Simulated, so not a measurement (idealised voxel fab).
Process module under the name voxel fin reveal
205 nm wide, 5 nm square cells: that's cross-section cut.
Just so we're on the same page, the cross-sections are grids of square cells, and they're listed out in bands top to bottom, each band one or more rows deep.
A band entry consists of two parts. The first gives the height of the band's top and the height of its bottom, in nm. The rest lists the band's materials from left to right, each with its width in nm. A single material labelled with the word "everywhere" fills the band from edge to edge, and the word "air" marks empty space.
A quick word on heights: they are counted from 0, and under that level the wafer as it came to us is one material throughout. The lowest band is different from the rest in having no bottom; it simply continues downward, written as in "from 0 down".
With a width like "30..40", each row of cells in the band differs from the next by the same amount, the top row carrying the first number and the bottom row the second.
No cell of the cross-section changed in a step that is given as "everything unchanged".
Under "Cavities, sealed" you'll find the enclosed gaps, the ones with no way out to the top, that are 8 cells or bigger; each reads width x height at distance, with distance counted from the left edge, everything in nm.
What comes after the settings on a step's line is commentary from the simulator itself on that step.
"overlay nm" answers the question of how far to the right of plan the mask lay on a step that has a mask, and when it is negative the answer is to the left.
The remainder of this document consists of a sequence of paired cross-sections. Each pair presents the cross-section prior to one process step together with the cross-section following it, the latter being rendered only as deep as the lowest band that underwent change. The intervening step, together with its settings, is stated beneath each pair. Because the pairs may originate from different runs of this module on the same starting wafer, a given pair is to be read as continuing from the preceding pair only where its entry headed "Pre-step profile" so indicates.
## Pre-step profile
    from 5 to 0 = air (35)  SiN (15)  air (25)  SiN (15)  air (25)  SiN (15)  air (25)  SiN (15)  air (35)
    from 0 to -35 = air (35)  SiO2 (5)  Si (5)  SiO2 (5)  air (25)  SiO2 (5)  Si (5)  SiO2 (5)  air (25)  SiO2 (5)  Si (5)  SiO2 (5)  air (25)  SiO2 (5)  Si (5)  SiO2 (5)  air (35)
    from -35 to -40 = SiO2 (40)  Si (5)  SiO2 (35)  Si (5)  SiO2 (35)  Si (5)  SiO2 (35)  Si (5)  SiO2 (40)
    from -40 down = Si everywhere
    Cavities, sealed: none
## Post-Step Section View
    from 10 to 0 = SiN everywhere
    from 0 to -35 = SiN (35)  SiO2 (5)  Si (5)  SiO2 (5)  SiN (25)  SiO2 (5)  Si (5)  SiO2 (5)  SiN (25)  SiO2 (5)  Si (5)  SiO2 (5)  SiN (25)  SiO2 (5)  Si (5)  SiO2 (5)  SiN (35)
    Beneath the level -35, the cross-section is identical to its previous state.
    Cavities, sealed: none
Going from one cross-section above to the next, the wafer undergoes FILL_DEP | material SiN | thk nm 5
Pre-step profile: refer to the pair immediately above; the cross-section shown after its step is the state before this one.
## Post-Step Section View
    from 5 to 0 = SiN everywhere
    Beneath the level 0, the cross-section is identical to its previous state.
    Cavities, sealed: none
Going from one cross-section above to the next, the wafer undergoes CMP | height nm 5
Pre-step profile: refer to the pair immediately above; the cross-section shown after its step is the state before this one.
## Post-Step Section View
    from 0 to -35 = air (35)  SiO2 (5)  Si (5)  SiO2 (5)  air (25)  SiO2 (5)  Si (5)  SiO2 (5)  air (25)  SiO2 (5)  Si (5)  SiO2 (5)  air (25)  SiO2 (5)  Si (5)  SiO2 (5)  air (35)
    Beneath the level -35, the cross-section is identical to its previous state.
    Cavities, sealed: none
Going from one cross-section above to the next, the wafer undergoes STRIP | etch materials SiN
Pre-step profile: refer to the pair immediately above; the cross-section shown after its step is the state before this one.
## Post-Step Section View
    from 5 to 0 = air (30)  SiO2 (25)  air (15)  SiO2 (25)  air (15)  SiO2 (25)  air (15)  SiO2 (25)  air (30)
    from 0 to -30 = air (30)  SiO2 (10)  Si (5)  SiO2 (10)  air (15)  SiO2 (10)  Si (5)  SiO2 (10)  air (15)  SiO2 (10)  Si (5)  SiO2 (10)  air (15)  SiO2 (10)  Si (5)  SiO2 (10)  air (30)
    from -30 to -40 = SiO2 (40)  Si (5)  SiO2 (35)  Si (5)  SiO2 (35)  Si (5)  SiO2 (35)  Si (5)  SiO2 (40)
    Beneath the level -40, the cross-section is identical to its previous state.
    Cavities, sealed: none
Going from one cross-section above to the next, the wafer undergoes CONFORMAL_DEP | material SiO2 | thk nm 5
## Pre-step profile
    from 15 to 5 = aC everywhere
    from 5 to 0 = SiN everywhere
    from 0 down = Si everywhere
    Cavities, sealed: none
## Post-Step Section View
    from 40 to 15 = resist (35)  air (15)  resist (25)  air (15)  resist (25)  air (15)  resist (25)  air (15)  resist (35)
    Beneath the level 15, the cross-section is identical to its previous state.
    Cavities, sealed: none
Going from one cross-section above to the next, the wafer undergoes PATTERN | tone open | mask id FINS | material resist | width nm 15 | pitch nm 40 | thk nm 25 | overlay nm 0
Pre-step profile: refer to the pair immediately above; the cross-section shown after its step is the state before this one.
## Post-Step Section View
    from 30 to 15 = resist (35)  air (15)  resist (25)  air (15)  resist (25)  air (15)  resist (25)  air (15)  resist (35)
    from 15 to 5 = aC (35)  air (15)  aC (25)  air (15)  aC (25)  air (15)  aC (25)  air (15)  aC (35)
    Beneath the level 5, the cross-section is identical to its previous state.
    Cavities, sealed: none
Going from one cross-section above to the next, the wafer undergoes DIRECTIONAL_ETCH | etch materials aC | depth nm 10
Pre-step profile: refer to the pair immediately above; the cross-section shown after its step is the state before this one.
## Post-Step Section View
    from 15 to 5 = aC (35)  air (15)  aC (25)  air (15)  aC (25)  air (15)  aC (25)  air (15)  aC (35)
    Beneath the level 5, the cross-section is identical to its previous state.
    Cavities, sealed: none
Going from one cross-section above to the next, the wafer undergoes STRIP | etch materials resist
Pre-step profile: refer to the pair immediately above; the cross-section shown after its step is the state before this one.
## Post-Step Section View
    from 15 to 5 = aC (35)  air (15)  aC (25)  air (15)  aC (25)  air (15)  aC (25)  air (15)  aC (35)
    from 5 to 0 = SiN (35)  air (15)  SiN (25)  air (15)  SiN (25)  air (15)  SiN (25)  air (15)  SiN (35)
    Beneath the level 0, the cross-section is identical to its previous state.
    Cavities, sealed: none
Going from one cross-section above to the next, the wafer undergoes DIRECTIONAL_ETCH | etch materials SiN | depth nm 5
Pre-step profile: refer to the pair immediately above; the cross-section shown after its step is the state before this one.
## Post-Step Section View
    from 15 to 5 = aC (35)  air (15)  aC (25)  air (15)  aC (25)  air (15)  aC (25)  air (15)  aC (35)
    from 5 to 0 = SiN (35)  air (15)  SiN (25)  air (15)  SiN (25)  air (15)  SiN (25)  air (15)  SiN (35)
    from 0 to -35 = Si (35)  air (15)  Si (25)  air (15)  Si (25)  air (15)  Si (25)  air (15)  Si (35)
    Beneath the level -35, the cross-section is identical to its previous state.
    Cavities, sealed: none
Going from one cross-section above to the next, the wafer undergoes DIRECTIONAL_ETCH | etch materials Si | depth nm 35
Pre-step profile: refer to the pair immediately above; the cross-section shown after its step is the state before this one.
## Post-Step Section View
    from 5 to 0 = SiN (35)  air (15)  SiN (25)  air (15)  SiN (25)  air (15)  SiN (25)  air (15)  SiN (35)
    Beneath the level 0, the cross-section is identical to its previous state.
    Cavities, sealed: none
Going from one cross-section above to the next, the wafer undergoes STRIP | etch materials aC
Pre-step profile: refer to the pair immediately above; the cross-section shown after its step is the state before this one.
## Post-Step Section View
    from 5 to 0 = SiN (35)  air (15)  SiN (25)  air (15)  SiN (25)  air (15)  SiN (25)  air (15)  SiN (35)
    from 0 to -35 = Si (30)  SiO2 (5)  air (15)  SiO2 (5)  Si (15)  SiO2 (5)  air (15)  SiO2 (5)  Si (15)  SiO2 (5)  air (15)  SiO2 (5)  Si (15)  SiO2 (5)  air (15)  SiO2 (5)  Si (30)
    from -35 to -40 = Si (30)  SiO2 (25)  Si (15)  SiO2 (25)  Si (15)  SiO2 (25)  Si (15)  SiO2 (25)  Si (30)
    Beneath the level -40, the cross-section is identical to its previous state.
    Cavities, sealed: none
Going from one cross-section above to the next, the wafer undergoes OXIDIZE | depth nm 5
Pre-step profile: refer to the pair immediately above; the cross-section shown after its step is the state before this one.
## Post-Step Section View
    from 10 to 5 = SiO2 everywhere
    from 5 to 0 = SiN (35)  SiO2 (15)  SiN (25)  SiO2 (15)  SiN (25)  SiO2 (15)  SiN (25)  SiO2 (15)  SiN (35)
    from 0 to -40 = Si (30)  SiO2 (25)  Si (15)  SiO2 (25)  Si (15)  SiO2 (25)  Si (15)  SiO2 (25)  Si (30)
    Beneath the level -40, the cross-section is identical to its previous state.
    Cavities, sealed: none
Going from one cross-section above to the next, the wafer undergoes FILL_DEP | material SiO2 | thk nm 5
Pre-step profile: refer to the pair immediately above; the cross-section shown after its step is the state before this one.
## Post-Step Section View
    from 5 to 0 = SiN (35)  SiO2 (15)  SiN (25)  SiO2 (15)  SiN (25)  SiO2 (15)  SiN (25)  SiO2 (15)  SiN (35)
    Beneath the level 0, the cross-section is identical to its previous state.
    Cavities, sealed: none
Going from one cross-section above to the next, the wafer undergoes CMP | height nm 5
Pre-step profile: refer to the pair immediately above; the cross-section shown after its step is the state before this one.
## Post-Step Section View
    from 5 to 0 = SiN (35)  air (15)  SiN (25)  air (15)  SiN (25)  air (15)  SiN (25)  air (15)  SiN (35)
    from 0 to -10 = Si (30)  air (25)  Si (15)  air (25)  Si (15)  air (25)  Si (15)  air (25)  Si (30)
    Beneath the level -10, the cross-section is identical to its previous state.
    Cavities, sealed: none
Going from one cross-section above to the next, the wafer undergoes SELECTIVE_ETCH | etch materials SiO2 | depth nm 15
Pre-step profile: refer to the pair immediately above; the cross-section shown after its step is the state before this one.
## Post-Step Section View
    from 0 to -10 = Si (30)  air (25)  Si (15)  air (25)  Si (15)  air (25)  Si (15)  air (25)  Si (30)
    Beneath the level -10, the cross-section is identical to its previous state.
    Cavities, sealed: none
Going from one cross-section above to the next, the wafer undergoes STRIP | etch materials SiN
Pre-step profile: refer to the pair immediately above; the cross-section shown after its step is the state before this one.
## Post-Step Section View
    from 5 to 0 = SiO2 (35)  air (15)  SiO2 (25)  air (15)  SiO2 (25)  air (15)  SiO2 (25)  air (15)  SiO2 (35)
    from 0 to -5 = Si (30)  SiO2 (5)  air (15)  SiO2 (5)  Si (15)  SiO2 (5)  air (15)  SiO2 (5)  Si (15)  SiO2 (5)  air (15)  SiO2 (5)  Si (15)  SiO2 (5)  air (15)  SiO2 (5)  Si (30)
    from -5 to -40 = Si (30)  SiO2 (25)  Si (15)  SiO2 (25)  Si (15)  SiO2 (25)  Si (15)  SiO2 (25)  Si (30)
    Beneath the level -40, the cross-section is identical to its previous state.
    Cavities, sealed: none
Going from one cross-section above to the next, the wafer undergoes CONFORMAL_DEP | material SiO2 | thk nm 5
